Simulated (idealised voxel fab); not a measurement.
This is a process module. Its name is voxel self aligned vias.
We display cut, a cross-section 285 nm in width whose square cells are each 5 nm.
Just so we're on the same page, the cross-sections are grids of square cells, and they're listed out in bands top to bottom, each band one or more rows deep. In this notation a band is specified by the heights of its top and bottom, in that order and in nm, after which its materials appear from left to right, each paired with its width in nm. The word "throughout" attached to a single material means that material fills the band from edge to edge; the word "empty" stands for empty space. Heads up on the height convention: 0 is the point under which the incoming wafer is all one material, and the lowest band has no bottom, it just keeps going down, like "0 nm and below". So if you see something like "30 to 40" for the width, read it as the top row of the band sitting at the first number and the bottom row at the second, with every row in between moving by the same amount as the last. No cell of the cross-section changed in a step that is given as "nothing altered". Entry "Sealed void list" = empty spaces >= 8 cells with no open way to the top; each as width x height at distance, distance from left edge, all nm. Where a step's line continues beyond its settings, the continuation is a remark by the simulator itself on that step. A step's line can hold "overlay nm"; with a mask on that step, the setting says how far right of the planned place the mask lay, while a negative setting says it lay to the left.

-- The steps planned for the process are as follows
1,RECEIVE (material Si)
2,CONFORMAL_DEP (material SiO2; thk nm 15)
3,CONFORMAL_DEP (material SiCN; thk nm 5)
4,DIRECTIONAL_DEP (material lowk; thk nm 30)
5,PATTERN (tone open; mask id LINES; material resist; width nm 20; pitch nm 65; thk nm 15; overlay nm 0)
6,DIRECTIONAL_ETCH (etch materials lowk; depth nm 30)
7,STRIP (etch materials resist)
8,CONFORMAL_DEP (material TiN; thk nm 5)
9,FILL_DEP (material W; thk nm 5)
10,CMP (height nm 50)
11,SELECTIVE_ETCH (etch materials W Ru TiN; depth nm 5)
12,FILL_DEP (material SiN; thk nm 5)
13,CMP (height nm 50)
14,DIRECTIONAL_DEP (material lowk; thk nm 15)
15,MASKED_ETCH (tone open; mask id VIAS; width nm 40; etch materials lowk; depth nm 15; overlay nm 0)
16,MASKED_ETCH (tone open; mask id VIAS; width nm 40; etch materials SiN; depth nm 5; overlay nm 0)
17,CONFORMAL_DEP (material TiN; thk nm 5)
18,FILL_DEP (material Cu; thk nm 5)
19,CMP (height nm 65)
20,CONFORMAL_DEP (material SiN; thk nm 5)

-- Cross-section: wafer on arrival = after step 1
    0 nm and below = Si throughout
    Sealed void list: none

-- First of two wafers, end-of-module section, run followed plan
    70 nm to 65 nm = SiN throughout
    65 nm to 55 nm = 90 lowk, 5 TiN, 30 Cu, 5 TiN, 155 lowk
    55 nm to 50 nm = 90 lowk, 15 TiN, 10 Cu, 15 TiN, 155 lowk
    50 nm to 45 nm = 100 lowk, 20 TiN, 45 lowk, 20 SiN, 100 lowk
    45 nm to 25 nm = 100 lowk, 5 TiN, 10 W, 5 TiN, 45 lowk, 5 TiN, 10 W, 5 TiN, 100 lowk
    25 nm to 20 nm = 100 lowk, 20 TiN, 45 lowk, 20 TiN, 100 lowk
    20 nm to 15 nm = SiCN throughout
    15 nm to 0 nm = SiO2 throughout
    0 nm and below = Si throughout
    Sealed void list: none

-- Second wafer of the two, sectioned at the end of the module. It began like the first and followed the same plan, but one mistake was made while running it
    70 nm to 65 nm = SiN throughout
    65 nm to 50 nm = 90 lowk, 5 TiN, 30 Cu, 5 TiN, 155 lowk
    50 nm to 45 nm = 90 SiN, 40 TiN, 155 SiN
    45 nm to 20 nm = 100 lowk, 5 TiN, 10 W, 5 TiN, 45 lowk, 5 TiN, 10 W, 5 TiN, 100 lowk
    20 nm to 15 nm = 100 lowk, 20 TiN, 45 lowk, 20 TiN, 100 lowk
    15 nm to 0 nm = SiO2 throughout
    0 nm and below = Si throughout
    Sealed void list: none
What was done differently from what was planned? plan step 3: skipped, not run
Wafer comparison, final, in cells, second relative to first, materials more or fewer: 4 more of Cu; 57 fewer of SiCN; 45 more of SiN; 4 more of TiN; 4 more of W
